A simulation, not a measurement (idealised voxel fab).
The following process module bears the name voxel ribs on slabs.
Cross-section cut: width 225 nm, square cells of 5 nm.
This document writes a cross-section as a grid whose cells are square, and gives it as bands, listed from the top down; one or more rows of cells form a band. Band: top height; bottom height; in nm. Then, left to right: material with width in nm, for each material. "edge to edge": a single material spanning edge to edge. "blank": empty space. Zero point of the height axis is 0; under it, received wafer = one material. Lowest band: continues down indefinitely, "0 nm and below". You'd read "30..40" like this: the band's top row of cells is as wide as the first number, its bottom row is as wide as the second, and going down, every row changes width by the same amount as the row before did. Reading "nothing got changed" for a step: not a cell of the cross-section changed in it. "Closed void list" lists enclosed empty spaces (at least 8 cells, no open path upward to the top), each as width x height at distance from the left edge, in nm. Whatever follows a step's settings on its line is a remark the simulator itself makes about that step. For masked steps, "overlay nm" on the step line gives how far right of plan the mask actually lay; a minus sign means it lay to the left.
-- The following list gives the planned process steps
1 RECEIVE: material Si
2 DIRECTIONAL_DEP: material SiO2, thk nm 20
3 DIRECTIONAL_DEP: material SiN, thk nm 15
4 PATTERN: tone cover, mask id RIB, material resist, width nm 15, thk nm 20, overlay nm 0
5 DIRECTIONAL_ETCH: etch materials SiN, depth nm 10
6 STRIP: etch materials resist
7 PATTERN: tone cover, mask id SLAB, material resist, width nm 55, thk nm 20, overlay nm 0
8 DIRECTIONAL_ETCH: etch materials SiN, depth nm 5
9 STRIP: etch materials resist
10 FILL_DEP: material SiO2, thk nm 20
11 CMP: height nm 50
12 DIRECTIONAL_DEP: material TiN, thk nm 10
13 PATTERN: tone cover, mask id HEATER, material resist, width nm 25, thk nm 15, overlay nm 0
14 DIRECTIONAL_ETCH: etch materials TiN, depth nm 10
15 STRIP: etch materials resist
16 CONFORMAL_DEP: material SiN, thk nm 10
Don't read the plan's width nm for step 7 as applying to every wafer: that's the first wafer's value, and the wafers differ in it, though they all start identical.
-- So this is the first of several wafers, cross-sectioned as it came to us, meaning it's at the end of step 1
0 nm and below = Si edge to edge
Closed void list: none
-- Cross-section, first of several wafers, end of module, after last step 16
70 nm to 60 nm = 90 nm blank, 45 nm SiN, 90 nm blank
60 nm to 50 nm = 100 nm SiN, 25 nm TiN, 100 nm SiN
50 nm to 35 nm = SiO2 edge to edge
35 nm to 25 nm = 105 nm SiO2, 15 nm SiN, 105 nm SiO2
25 nm to 20 nm = 85 nm SiO2, 55 nm SiN, 85 nm SiO2
20 nm to 0 nm = SiO2 edge to edge
0 nm and below = Si edge to edge
Closed void list: none
-- Last wafer, end of module, cross-section
70 nm to 60 nm = 90 nm blank, 45 nm SiN, 90 nm blank
60 nm to 50 nm = 100 nm SiN, 25 nm TiN, 100 nm SiN
50 nm to 35 nm = SiO2 edge to edge
35 nm to 25 nm = 105 nm SiO2, 15 nm SiN, 105 nm SiO2
25 nm to 20 nm = 75 nm SiO2, 80 nm SiN, 70 nm SiO2
20 nm to 0 nm = SiO2 edge to edge
0 nm and below = Si edge to edge
Closed void list: none
-- Gained (+) or lost (-) cells of each material since receipt, then closed voids: one row per wafer, at the end of the module
width nm 55; +115 SiN; +433 SiO2; +10 TiN; Closed void list: none
width nm 60; +116 SiN; +432 SiO2; +10 TiN; Closed void list: none
width nm 65; +117 SiN; +431 SiO2; +10 TiN; Closed void list: none
width nm 70; +118 SiN; +430 SiO2; +10 TiN; Closed void list: none
width nm 75; +119 SiN; +429 SiO2; +10 TiN; Closed void list: none
width nm 80; +120 SiN; +428 SiO2; +10 TiN; Closed void list: none
